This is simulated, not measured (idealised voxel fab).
The process module presented herein is designated voxel wiring stack.
Shown is cross-section cut, with a width of 235 nm and square cells of size 5 nm.
Cross-sections here: square-cell grids, written as top-down lists of bands, a band being one or more rows of cells.
For a band, the entry starts with two heights in nm, that of the top and then that of the bottom, and carries on with the band's materials in order from left to right, each alongside its width in nm; the word "full width" beside a single material means it fills the band edge to edge, and "empty" means empty space.
Where do heights start? At 0: under that level the wafer as delivered is made of one material only. And the lowest band has no floor; it just carries on downward, as in "0 nm and below".
Quick explanation for "30->40": the width changes in equal steps down the rows of cells, from the first number in the band's top row to the second number in its bottom row.
"changes: none" after a step means that no cell of the cross-section changed.
"Sealed void listing" - sealed voids, min. 8 cells, no opening to top; format: width x height at distance (distance from left edge; nm throughout).
Read whatever lies past the settings on a step's line as the simulator's own remark about the step.
When a step includes a mask, the "overlay nm" setting on its line states how far to the right of its planned place that mask lay, and negative values state how far to the left.
**Steps planned for the process**
1: RECEIVE | material Si
2: CONFORMAL_DEP | material SiO2 | thk nm 15
3: DIRECTIONAL_DEP | material TiN | thk nm 5
4: DIRECTIONAL_DEP | material W | thk nm 25
5: DIRECTIONAL_DEP | material aC | thk nm 15
6: PATTERN | tone cover | mask id METAL_1 | material resist | width nm 25 | pitch nm 45 | thk nm 35 | overlay nm 0
7: DIRECTIONAL_ETCH | etch materials aC | depth nm 15
8: STRIP | etch materials resist
9: DIRECTIONAL_ETCH | etch materials W | depth nm 25
10: DIRECTIONAL_ETCH | etch materials TiN | depth nm 5
11: STRIP | etch materials aC
12: CONFORMAL_DEP | material SiCN | thk nm 5
13: FILL_DEP | material lowk | thk nm 10
14: CMP | height nm 45
15: CONFORMAL_DEP | material SiCN | thk nm 5
16: DIRECTIONAL_DEP | material SiO2 | thk nm 30
17: DIRECTIONAL_DEP | material aC | thk nm 15
18: PATTERN | tone open | mask id METAL_2 | material resist | width nm 25 | pitch nm 45 | thk nm 35 | overlay nm 0
19: DIRECTIONAL_ETCH | etch materials aC | depth nm 15
20: STRIP | etch materials resist
21: DIRECTIONAL_ETCH | etch materials SiO2 | depth nm 15
22: STRIP | etch materials aC
23: MASKED_ETCH | tone open | mask id METAL_2_HOLES | width nm 15 | pitch nm 45 | etch materials SiO2 | depth nm 15 | overlay nm 0
24: MASKED_ETCH | tone open | mask id METAL_2_HOLES | width nm 15 | pitch nm 45 | etch materials SiCN | depth nm 5 | overlay nm 0
25: CONFORMAL_DEP | material TiN | thk nm 5
26: FILL_DEP | material Cu | thk nm 10
27: CMP | height nm 80
28: CONFORMAL_DEP | material SiCN | thk nm 5
29: DIRECTIONAL_DEP | material SiO2 | thk nm 25
30: PATTERN | tone open | mask id METAL_3 | material resist | width nm 25 | pitch nm 45 | thk nm 15 | overlay nm 0
31: DIRECTIONAL_ETCH | etch materials SiO2 | depth nm 15
32: STRIP | etch materials resist
33: MASKED_ETCH | tone open | mask id METAL_3_HOLES | width nm 15 | pitch nm 90 | etch materials SiO2 | depth nm 10 | overlay nm 0
34: MASKED_ETCH | tone open | mask id METAL_3_HOLES | width nm 15 | pitch nm 90 | etch materials SiCN | depth nm 5 | overlay nm 0
35: CONFORMAL_DEP | material TiN | thk nm 5
36: FILL_DEP | material Cu | thk nm 10
37: CMP | height nm 110
38: CONFORMAL_DEP | material SiCN | thk nm 5
**Wafer at receipt (post step 1), cross-section**
  0 nm and below: Si full width
  Sealed void listing: none
**End-of-module XS, first of two wafers, run as planned**
  115 nm to 110 nm: SiCN full width
  110 nm to 100 nm: SiO2 60, then TiN 5, then Cu 15, then TiN 5, then SiO2 20, then TiN 5, then Cu 15, then TiN 5, then SiO2 20, then TiN 5, then Cu 15, then TiN 5, then SiO2 60
  100 nm to 95 nm: SiO2 60, then TiN 5, then Cu 5, then TiN 15, then SiO2 20, then TiN 25, then SiO2 20, then TiN 5, then Cu 5, then TiN 15, then SiO2 60
  95 nm to 85 nm: SiO2 60, then TiN 5, then Cu 5, then TiN 5, then SiO2 75, then TiN 5, then Cu 5, then TiN 5, then SiO2 70
  85 nm to 80 nm: SiCN 60, then TiN 15, then SiCN 75, then TiN 15, then SiCN 70
  80 nm to 70 nm: SiO2 60, then TiN 5, then Cu 15, then TiN 5, then SiO2 20, then TiN 5, then Cu 15, then TiN 5, then SiO2 20, then TiN 5, then Cu 15, then TiN 5, then SiO2 60
  70 nm to 65 nm: SiO2 60, then TiN 5, then Cu 5, then TiN 15, then SiO2 20, then TiN 5, then Cu 5, then TiN 15, then SiO2 20, then TiN 5, then Cu 5, then TiN 15, then SiO2 60
  65 nm to 50 nm: SiO2 60, then TiN 5, then Cu 5, then TiN 5, then SiO2 30, then TiN 5, then Cu 5, then TiN 5, then SiO2 30, then TiN 5, then Cu 5, then TiN 5, then SiO2 70
  50 nm to 45 nm: SiCN 60, then TiN 15, then SiCN 30, then TiN 15, then SiCN 30, then TiN 15, then SiCN 70
  45 nm to 20 nm: lowk 55, then SiCN 5, then W 25, then SiCN 5, then lowk 10, then SiCN 5, then W 25, then SiCN 5, then lowk 10, then SiCN 5, then W 25, then SiCN 5, then lowk 55
  20 nm to 15 nm: SiCN 60, then TiN 25, then SiCN 20, then TiN 25, then SiCN 20, then TiN 25, then SiCN 60
  15 nm to 0 nm: SiO2 full width
  0 nm and below: Si full width
  Sealed void listing: none
**Wafer two cross-section, module end. Start and plan unchanged from wafer one; one mistake made during the run**
  115 nm to 110 nm: SiCN full width
  110 nm to 100 nm: SiO2 60, then TiN 5, then Cu 15, then TiN 5, then SiO2 20, then TiN 5, then Cu 15, then TiN 5, then SiO2 20, then TiN 5, then Cu 15, then TiN 5, then SiO2 60
  100 nm to 95 nm: SiO2 60, then TiN 5, then Cu 5, then TiN 15, then SiO2 20, then TiN 25, then SiO2 20, then TiN 5, then Cu 5, then TiN 15, then SiO2 60
  95 nm to 85 nm: SiO2 60, then TiN 5, then Cu 5, then TiN 5, then SiO2 75, then TiN 5, then Cu 5, then TiN 5, then SiO2 70
  85 nm to 80 nm: SiCN 60, then TiN 15, then SiCN 75, then TiN 15, then SiCN 70
  80 nm to 70 nm: SiO2 60, then TiN 5, then Cu 15, then TiN 5, then SiO2 20, then TiN 5, then Cu 15, then TiN 5, then SiO2 20, then TiN 5, then Cu 15, then TiN 5, then SiO2 60
  70 nm to 65 nm: SiO2 60, then TiN 5, then Cu 5, then TiN 15, then SiO2 20, then TiN 5, then Cu 5, then TiN 15, then SiO2 20, then TiN 5, then Cu 5, then TiN 15, then SiO2 60
  65 nm to 50 nm: SiO2 60, then TiN 5, then Cu 5, then TiN 5, then SiO2 30, then TiN 5, then Cu 5, then TiN 5, then SiO2 30, then TiN 5, then Cu 5, then TiN 5, then SiO2 70
  50 nm to 45 nm: SiCN 60, then TiN 15, then SiCN 30, then TiN 15, then SiCN 30, then TiN 15, then SiCN 70
  45 nm to 20 nm: lowk 60, then SiCN 5, then W 25, then SiCN 5, then lowk 10, then SiCN 5, then W 25, then SiCN 5, then lowk 10, then SiCN 5, then W 25, then SiCN 5, then lowk 50
  20 nm to 15 nm: SiCN 65, then TiN 25, then SiCN 20, then TiN 25, then SiCN 20, then TiN 25, then SiCN 55
  15 nm to 0 nm: SiO2 full width
  0 nm and below: Si full width
  Sealed void listing: none
It is concluded that the wafer was processed incorrectly with respect to the plan, in that off-plan run, step 6, actual operation and settings PATTERN | tone cover | mask id METAL_1 | material resist | width nm 25 | pitch nm 45 | thk nm 35 | overlay nm 5
The two final wafers agree on how many cells each material fills and disagree on which cells those are.
